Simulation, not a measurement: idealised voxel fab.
voxel ribs on slabs: a process module
cross-section cut | 205 nm wide | cells 5 nm
Throughout this document, each cross-section is represented as a grid of square cells and is presented as a sequence of bands enumerated from the top downward, where a band comprises one or more rows of cells. A band entry consists of two parts. The first gives the height of the band's top and the height of its bottom, in nm. The rest lists the band's materials from left to right, each with its width in nm. A single material labelled with the word "all across" fills the band from edge to edge, and the word "empty" marks empty space. We count height from 0. Below that, the starting wafer is all one material. The lowest band never ends at the bottom but goes on down; see "0..down" for how that is written. Width: "30 to 40" (first number = top row, second number = bottom row, same change from row to row of cells). Reading "nothing different" for a step: not a cell of the cross-section changed in it. "Listed closed voids" contains a list of empty spaces, each no smaller than 8 cells and without an open way to the top, written in the form width x height at distance with the distance from the left edge and all three in nm. Heads up: the bit after the settings on a step's line is the simulator's remark on that step. A step line may carry the setting "overlay nm", which, for steps involving a mask, states the distance by which the mask lay to the right of its intended position; negative values denote displacement to the left.

-- Here's what the planned process steps look like
1 RECEIVE with material Si
2 DIRECTIONAL_DEP with material SiO2, thk nm 25
3 DIRECTIONAL_DEP with material SiN, thk nm 15
4 DIRECTIONAL_DEP with material aC, thk nm 10
5 PATTERN with tone cover, mask id RIB, material resist, width nm 20, thk nm 25, overlay nm 0
6 DIRECTIONAL_ETCH with etch materials aC, depth nm 10
7 STRIP with etch materials resist
8 DIRECTIONAL_ETCH with etch materials SiN, depth nm 5
9 STRIP with etch materials aC
10 MASKED_ETCH with tone cover, mask id SLAB, width nm 60, etch materials SiN, depth nm 10, overlay nm 0
11 FILL_DEP with material SiO2, thk nm 15
12 CMP with height nm 40
13 DIRECTIONAL_DEP with material W, thk nm 10
14 PATTERN with tone cover, mask id HEATER, material resist, width nm 30, thk nm 15, overlay nm 0
15 DIRECTIONAL_ETCH with etch materials W, depth nm 10
16 STRIP with etch materials resist
17 CONFORMAL_DEP with material SiN, thk nm 5
Be aware that, although all wafers share a common starting state, the height nm at step 12 differs among them, and the plan displays the first wafer's value.

-- First of several wafers (as received, post step 1), cross-sectional view
0..down: Si all across
Listed closed voids: none

-- Quick look at the cross-section of the first of several wafers after step 17, which wraps up the module
55..50: empty 80, then SiN 40, then empty 85
50..45: empty 80, then SiN 5, then W 30, then SiN 5, then empty 85
45..40: SiN 85, then W 30, then SiN 90
40..35: SiO2 90, then SiN 20, then SiO2 95
35..25: SiO2 70, then SiN 60, then SiO2 75
25..0: SiO2 all across
0..down: Si all across
Listed closed voids: none

-- End of module: cross-section, last of several wafers
70..65: empty 80, then SiN 40, then empty 85
65..60: empty 80, then SiN 5, then W 30, then SiN 5, then empty 85
60..55: SiN 85, then W 30, then SiN 90
55..40: SiO2 all across
40..35: SiO2 90, then SiN 20, then SiO2 95
35..25: SiO2 70, then SiN 60, then SiO2 75
25..0: SiO2 all across
0..down: Si all across
Listed closed voids: none

-- Per wafer (row), end of module: delta in cells per material since receipt, (+) for gained, (-) for lost; closed voids after that
height nm 40 | +73 SiN | +300 SiO2 | +12 W | Listed closed voids: none
height nm 45 | +73 SiN | +341 SiO2 | +12 W | Listed closed voids: none
height nm 50 | +73 SiN | +382 SiO2 | +12 W | Listed closed voids: none
height nm 55 | +73 SiN | +423 SiO2 | +12 W | Listed closed voids: none
